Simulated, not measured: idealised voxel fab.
Process module under the name voxel tone inversion
This is section cut - it's 165 nm across, gridded in 5 nm square cells.
For the purposes of this document, a cross-section shall be understood as a grid of square cells, specified as bands listed in top-to-bottom order, each band consisting of one or more rows of cells.
Top, bottom (nm), then materials left to right with widths (nm); lone material tagged "all across" fills the whole band edge to edge; "air" = empty space.
Heights are reckoned from 0. Under this level, the received wafer is all of one material. The bottommost band is open-ended downward, for example "0 -> down".
A two-number width, for instance "30..40", indicates that the width is equal to the first number in the top row of the band and to the second number in the bottom row, and that it changes by a constant amount per row of cells.
"nothing got changed", as given for a step, is the statement that not any cell of the cross-section underwent a change during that step.
Empty spaces without an open route to the top, at least 8 cells in extent, make up the entry "Enclosed cavities"; each is given as width x height at distance, where the distance is measured from the left edge, and all are in nm.
Formally, on a step line, whatever follows the settings is a remark that the simulator itself makes on the step.
Among the settings permitted on a step's line is "overlay nm"; applied to a step with a mask, it specifies the extent to which the mask lay to the right of its planned position, whereas a negative figure signifies a position to the left.
-- Process steps - plan
1. op RECEIVE | material Si
2. op CONFORMAL_DEP | material SiN | thk nm 5
3. op DIRECTIONAL_DEP | material aC | thk nm 20
4. op PATTERN | tone cover | mask id POSTS | material resist | width nm 15 | pitch nm 30 | thk nm 30 | overlay nm 0
5. op DIRECTIONAL_ETCH | etch materials aC | depth nm 20
6. op STRIP | etch materials resist
7. op FILL_DEP | material lowk | thk nm 5
8. op CMP | height nm 25
9. op STRIP | etch materials aC
-- Wafer as received: cross-section following step 1
  0 -> down = Si all across
  Enclosed cavities: none
-- First of two wafers: cross-section at end of module, run per plan
  25 -> 5 = lowk 30 nm; air 15 nm; lowk 15 nm; air 15 nm; lowk 15 nm; air 15 nm; lowk 15 nm; air 15 nm; lowk 30 nm
  5 -> 0 = SiN all across
  0 -> down = Si all across
  Enclosed cavities: none
-- Same start, same plan as the first wafer - but one mistake in the run. Cross-section of the second of the two at the end of the module
  25 -> 20 = SiN all across
  20 -> 0 = aC all across
  0 -> down = Si all across
  Enclosed cavities: none
Nonconformance to the process plan: plan vs actual: 2 and 3 interchanged
Count the cells at the end and the second wafer has more or fewer of some materials than the first: aC: 132 more; lowk: 84 fewer
